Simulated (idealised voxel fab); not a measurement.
Module name: voxel capacitor over wiring (process module)
170 nm wide, 5 nm square cells: that's cross-section cut.
Cross-section, as written here: a square-cell grid given band by band from the top down, where a band holds one or more rows of cells.
Heads up on the band format: heights come first, top then bottom, in nm. After that it's the materials left to right, each with its width in nm. A single material flagged "all across" fills the whole band edge to edge, and "air" means there's empty space there.
Basically, 0 is our baseline, since under it the wafer straight out of the box is all one material. The bottom band has no lower end and keeps on going down, so it looks like "0 down".
A width such as "30->40" changes by the same amount from each row of cells to the next, from the band's top row to its bottom row.
"remains unaltered" for a step: no cell of the cross-section changed in that step.
This entry, "Closed void catalog", enumerates those empty regions of no fewer than 8 cells that possess no open connection to the top. Each region is reported in the form width x height at distance, the distance being taken from the left edge, with all three quantities expressed in nm.
Step line, after settings: the simulator's comment on this step.
overlay nm: how far to the right of its planned place the mask lay on this masked step (negative: to the left).

Listed below are the process steps as planned
1) RECEIVE (material Si)
2) CONFORMAL_DEP (material SiO2; thk nm 10)
3) DIRECTIONAL_DEP (material TiN; thk nm 5)
4) DIRECTIONAL_DEP (material Ru; thk nm 15)
5) MASKED_ETCH (tone cover; mask id METAL_1; width nm 20; pitch nm 80; etch materials Ru; depth nm 15; overlay nm 0)
6) MASKED_ETCH (tone cover; mask id METAL_1; width nm 20; pitch nm 80; etch materials TiN; depth nm 5; overlay nm 0)
7) FILL_DEP (material SiO2; thk nm 5)
8) CMP (height nm 30)
9) CONFORMAL_DEP (material SiCN; thk nm 5)
10) DIRECTIONAL_DEP (material SiO2; thk nm 10)
11) DIRECTIONAL_DEP (material aC; thk nm 10)
12) PATTERN (tone open; mask id PLUG_1; material resist; width nm 15; thk nm 25; overlay nm 0)
13) DIRECTIONAL_ETCH (etch materials aC; depth nm 10)
14) STRIP (etch materials resist)
15) DIRECTIONAL_ETCH (etch materials SiO2; depth nm 10)
16) DIRECTIONAL_ETCH (etch materials SiCN; depth nm 5)
17) STRIP (etch materials aC)
18) CONFORMAL_DEP (material TiN; thk nm 5)
19) FILL_DEP (material Cu; thk nm 5)
20) CMP (height nm 45)
21) DIRECTIONAL_DEP (material TiN; thk nm 10)
22) DIRECTIONAL_DEP (material Al2O3; thk nm 5)
23) DIRECTIONAL_DEP (material TiN; thk nm 10)
24) MASKED_ETCH (tone cover; mask id UPPER_PLATE; width nm 65; etch materials TiN; depth nm 10; overlay nm 0)
25) MASKED_ETCH (tone cover; mask id UPPER_PLATE; width nm 65; etch materials Al2O3; depth nm 5; overlay nm 0)
26) PATTERN (tone cover; mask id LOWER_PLATE; material resist; width nm 75; thk nm 20; overlay nm 0)
27) DIRECTIONAL_ETCH (etch materials TiN; depth nm 10)
28) STRIP (etch materials resist)
29) FILL_DEP (material SiO2; thk nm 15)
30) CMP (height nm 80)
31) PATTERN (tone open; mask id PLUG_2; material resist; width nm 15; thk nm 20; overlay nm 0)
32) DIRECTIONAL_ETCH (etch materials SiO2; depth nm 10)
33) STRIP (etch materials resist)
34) CONFORMAL_DEP (material TiN; thk nm 5)
35) FILL_DEP (material Ru; thk nm 10)
36) CMP (height nm 80)
37) CONFORMAL_DEP (material SiN; thk nm 5)

On the first of the two wafers: run conducted according to plan

The cross-section here shows the wafer as received, i.e. in its state after step 1
  0 down  Si all across
  Closed void catalog: none

So this is the wafer cross-section right after step 2
  10 to 0  SiO2 all across
  Whatever lies below 0 is exactly as it was before.

So this is the wafer cross-section right after step 3
  15 to 10  TiN all across
  Whatever lies below 10 is exactly as it was before.

So this is the wafer cross-section right after step 4
  30 to 15  Ru all across
  Whatever lies below 15 is exactly as it was before.

So this is the wafer cross-section right after step 5
  30 to 15  air 35; Ru 20; air 60; Ru 20; air 35
  Whatever lies below 15 is exactly as it was before.

So this is the wafer cross-section right after step 6
  30 to 15  air 35; Ru 20; air 60; Ru 20; air 35
  15 to 10  air 35; TiN 20; air 60; TiN 20; air 35
  Whatever lies below 10 is exactly as it was before.

So this is the wafer cross-section right after step 7
  35 to 30  SiO2 all across
  30 to 15  SiO2 35; Ru 20; SiO2 60; Ru 20; SiO2 35
  15 to 10  SiO2 35; TiN 20; SiO2 60; TiN 20; SiO2 35
  Whatever lies below 10 is exactly as it was before.

So this is the wafer cross-section right after step 8
  30 to 15  SiO2 35; Ru 20; SiO2 60; Ru 20; SiO2 35
  Whatever lies below 15 is exactly as it was before.

So this is the wafer cross-section right after step 9
  35 to 30  SiCN all across
  Whatever lies below 30 is exactly as it was before.

So this is the wafer cross-section right after step 10
  45 to 35  SiO2 all across
  Whatever lies below 35 is exactly as it was before.

So this is the wafer cross-section right after step 11
  55 to 45  aC all across
  Whatever lies below 45 is exactly as it was before.

So this is the wafer cross-section right after step 12
  80 to 55  resist 40; air 15; resist 115
  Whatever lies below 55 is exactly as it was before.

So this is the wafer cross-section right after step 13
  70 to 55  resist 40; air 15; resist 115
  55 to 45  aC 40; air 15; aC 115
  Whatever lies below 45 is exactly as it was before.

So this is the wafer cross-section right after step 14
  55 to 45  aC 40; air 15; aC 115
  Whatever lies below 45 is exactly as it was before.

So this is the wafer cross-section right after step 15
  55 to 45  aC 40; air 15; aC 115
  45 to 35  SiO2 40; air 15; SiO2 115
  Whatever lies below 35 is exactly as it was before.

So this is the wafer cross-section right after step 16
  55 to 45  aC 40; air 15; aC 115
  45 to 35  SiO2 40; air 15; SiO2 115
  35 to 30  SiCN 40; air 15; SiCN 115
  Whatever lies below 30 is exactly as it was before.

So this is the wafer cross-section right after step 17
  45 to 35  SiO2 40; air 15; SiO2 115
  Whatever lies below 35 is exactly as it was before.

So this is the wafer cross-section right after step 18
  50 to 45  TiN 45; air 5; TiN 120
  45 to 35  SiO2 40; TiN 5; air 5; TiN 5; SiO2 115
  35 to 30  SiCN 40; TiN 15; SiCN 115
  Whatever lies below 30 is exactly as it was before.

So this is the wafer cross-section right after step 19
  55 to 50  Cu all across
  50 to 45  TiN 45; Cu 5; TiN 120
  45 to 35  SiO2 40; TiN 5; Cu 5; TiN 5; SiO2 115
  Whatever lies below 35 is exactly as it was before.

So this is the wafer cross-section right after step 20
  45 to 35  SiO2 40; TiN 5; Cu 5; TiN 5; SiO2 115
  Whatever lies below 35 is exactly as it was before.

So this is the wafer cross-section right after step 21
  55 to 45  TiN all across
  Whatever lies below 45 is exactly as it was before.

So this is the wafer cross-section right after step 22
  60 to 55  Al2O3 all across
  Whatever lies below 55 is exactly as it was before.

So this is the wafer cross-section right after step 23
  70 to 60  TiN all across
  Whatever lies below 60 is exactly as it was before.

So this is the wafer cross-section right after step 24
  70 to 60  air 40; TiN 65; air 65
  Whatever lies below 60 is exactly as it was before.

So this is the wafer cross-section right after step 25
  70 to 60  air 40; TiN 65; air 65
  60 to 55  air 40; Al2O3 65; air 65
  Whatever lies below 55 is exactly as it was before.

So this is the wafer cross-section right after step 26
  90 to 70  air 35; resist 75; air 60
  70 to 60  air 35; resist 5; TiN 65; resist 5; air 60
  60 to 55  air 35; resist 5; Al2O3 65; resist 5; air 60
  Whatever lies below 55 is exactly as it was before.

So this is the wafer cross-section right after step 27
  90 to 70  air 35; resist 75; air 60
  70 to 60  air 35; resist 5; TiN 65; resist 5; air 60
  60 to 55  air 35; resist 5; Al2O3 65; resist 5; air 60
  55 to 45  air 35; TiN 75; air 60
  Whatever lies below 45 is exactly as it was before.

So this is the wafer cross-section right after step 28
  70 to 60  air 40; TiN 65; air 65
  60 to 55  air 40; Al2O3 65; air 65
  Whatever lies below 55 is exactly as it was before.

So this is the wafer cross-section right after step 29
  85 to 70  SiO2 all across
  70 to 60  SiO2 40; TiN 65; SiO2 65
  60 to 55  SiO2 40; Al2O3 65; SiO2 65
  55 to 45  SiO2 35; TiN 75; SiO2 60
  Whatever lies below 45 is exactly as it was before.

So this is the wafer cross-section right after step 30
  80 to 70  SiO2 all across
  Whatever lies below 70 is exactly as it was before.

So this is the wafer cross-section right after step 31
  100 to 80  resist 50; air 15; resist 105
  Whatever lies below 80 is exactly as it was before.

So this is the wafer cross-section right after step 32
  100 to 80  resist 50; air 15; resist 105
  80 to 70  SiO2 50; air 15; SiO2 105
  Whatever lies below 70 is exactly as it was before.

So this is the wafer cross-section right after step 33
  80 to 70  SiO2 50; air 15; SiO2 105
  Whatever lies below 70 is exactly as it was before.

So this is the wafer cross-section right after step 34
  85 to 80  TiN 55; air 5; TiN 110
  80 to 75  SiO2 50; TiN 5; air 5; TiN 5; SiO2 105
  75 to 70  SiO2 50; TiN 15; SiO2 105
  Whatever lies below 70 is exactly as it was before.

So this is the wafer cross-section right after step 35
  95 to 85  Ru all across
  85 to 80  TiN 55; Ru 5; TiN 110
  80 to 75  SiO2 50; TiN 5; Ru 5; TiN 5; SiO2 105
  Whatever lies below 75 is exactly as it was before.

So this is the wafer cross-section right after step 36
  80 to 75  SiO2 50; TiN 5; Ru 5; TiN 5; SiO2 105
  Whatever lies below 75 is exactly as it was before.

So this is the wafer cross-section right after step 37
  85 to 80  SiN all across
  Whatever lies below 80 is exactly as it was before.

Wafer two. Same start, same plan, one slip in execution. Same as wafer one through step 15, inclusive

Second wafer: cross-section at the scheduled end of step 16
  55 to 45  aC 40; air 15; aC 115
  45 to 35  SiO2 40; air 15; SiO2 115
  35 to 30  SiCN 40; air 15; SiCN 115
  Whatever lies below 30 is exactly as it was before.

Second wafer: cross-section at the scheduled end of step 17
  45 to 35  SiO2 40; air 15; SiO2 115
  Whatever lies below 35 is exactly as it was before.

Second wafer: cross-section at the scheduled end of step 18
  50 to 45  TiN 45; air 5; TiN 120
  45 to 35  SiO2 40; TiN 5; air 5; TiN 5; SiO2 115
  35 to 30  SiCN 40; TiN 15; SiCN 115
  Whatever lies below 30 is exactly as it was before.

Second wafer: cross-section at the scheduled end of step 19
  55 to 50  Cu all across
  50 to 45  TiN 45; Cu 5; TiN 120
  45 to 35  SiO2 40; TiN 5; Cu 5; TiN 5; SiO2 115
  Whatever lies below 35 is exactly as it was before.

Second wafer: cross-section at the scheduled end of step 20
  45 to 35  SiO2 40; TiN 5; Cu 5; TiN 5; SiO2 115
  Whatever lies below 35 is exactly as it was before.

Second wafer: cross-section at the scheduled end of step 21
  55 to 45  TiN all across
  Whatever lies below 45 is exactly as it was before.

Second wafer: cross-section at the scheduled end of step 22
  60 to 55  Al2O3 all across
  Whatever lies below 55 is exactly as it was before.

Second wafer: cross-section at the scheduled end of step 23
  70 to 60  TiN all across
  Whatever lies below 60 is exactly as it was before.

Second wafer: cross-section at the scheduled end of step 24
  70 to 60  air 40; TiN 65; air 65
  Whatever lies below 60 is exactly as it was before.

Second wafer: cross-section at the scheduled end of step 25
  70 to 60  air 40; TiN 65; air 65
  60 to 55  air 40; Al2O3 65; air 65
  Whatever lies below 55 is exactly as it was before.

Second wafer: cross-section at the scheduled end of step 26
  90 to 70  air 35; resist 75; air 60
  70 to 60  air 35; resist 5; TiN 65; resist 5; air 60
  60 to 55  air 35; resist 5; Al2O3 65; resist 5; air 60
  Whatever lies below 55 is exactly as it was before.

Second wafer: cross-section at the scheduled end of step 27
  90 to 70  air 35; resist 75; air 60
  70 to 60  air 35; resist 5; TiN 65; resist 5; air 60
  60 to 55  air 35; resist 5; Al2O3 65; resist 5; air 60
  55 to 45  air 35; TiN 75; air 60
  Whatever lies below 45 is exactly as it was before.

Second wafer: cross-section at the scheduled end of step 28
  70 to 60  air 40; TiN 65; air 65
  60 to 55  air 40; Al2O3 65; air 65
  Whatever lies below 55 is exactly as it was before.

Second wafer: cross-section at the scheduled end of step 29
  85 to 70  SiO2 all across
  70 to 60  SiO2 40; TiN 65; SiO2 65
  60 to 55  SiO2 40; Al2O3 65; SiO2 65
  55 to 45  SiO2 35; TiN 75; SiO2 60
  Whatever lies below 45 is exactly as it was before.

Second wafer: cross-section at the scheduled end of step 30
  80 to 70  SiO2 all across
  Whatever lies below 70 is exactly as it was before.

Second wafer: cross-section at the scheduled end of step 31
  100 to 80  resist 50; air 15; resist 105
  Whatever lies below 80 is exactly as it was before.

Second wafer: cross-section at the scheduled end of step 32
  100 to 80  resist 50; air 15; resist 105
  80 to 70  SiO2 50; air 15; SiO2 105
  Whatever lies below 70 is exactly as it was before.

Second wafer: cross-section at the scheduled end of step 33
  80 to 70  SiO2 50; air 15; SiO2 105
  Whatever lies below 70 is exactly as it was before.

Second wafer: cross-section at the scheduled end of step 34
  85 to 80  TiN 55; air 5; TiN 110
  80 to 75  SiO2 50; TiN 5; air 5; TiN 5; SiO2 105
  75 to 70  SiO2 50; TiN 15; SiO2 105
  Whatever lies below 70 is exactly as it was before.

Second wafer: cross-section at the scheduled end of step 35
  95 to 85  Ru all across
  85 to 80  TiN 55; Ru 5; TiN 110
  80 to 75  SiO2 50; TiN 5; Ru 5; TiN 5; SiO2 105
  Whatever lies below 75 is exactly as it was before.

Second wafer: cross-section at the scheduled end of step 36
  80 to 75  SiO2 50; TiN 5; Ru 5; TiN 5; SiO2 105
  Whatever lies below 75 is exactly as it was before.

Second wafer: cross-section at the scheduled end of step 37
  85 to 80  SiN all across
  Whatever lies below 80 is exactly as it was before.
Nonconformance to the process plan: step 16 was run twice
Honestly, by the end the two wafers have the same cross-section, so the mistake just doesn't show up in what this model computes.
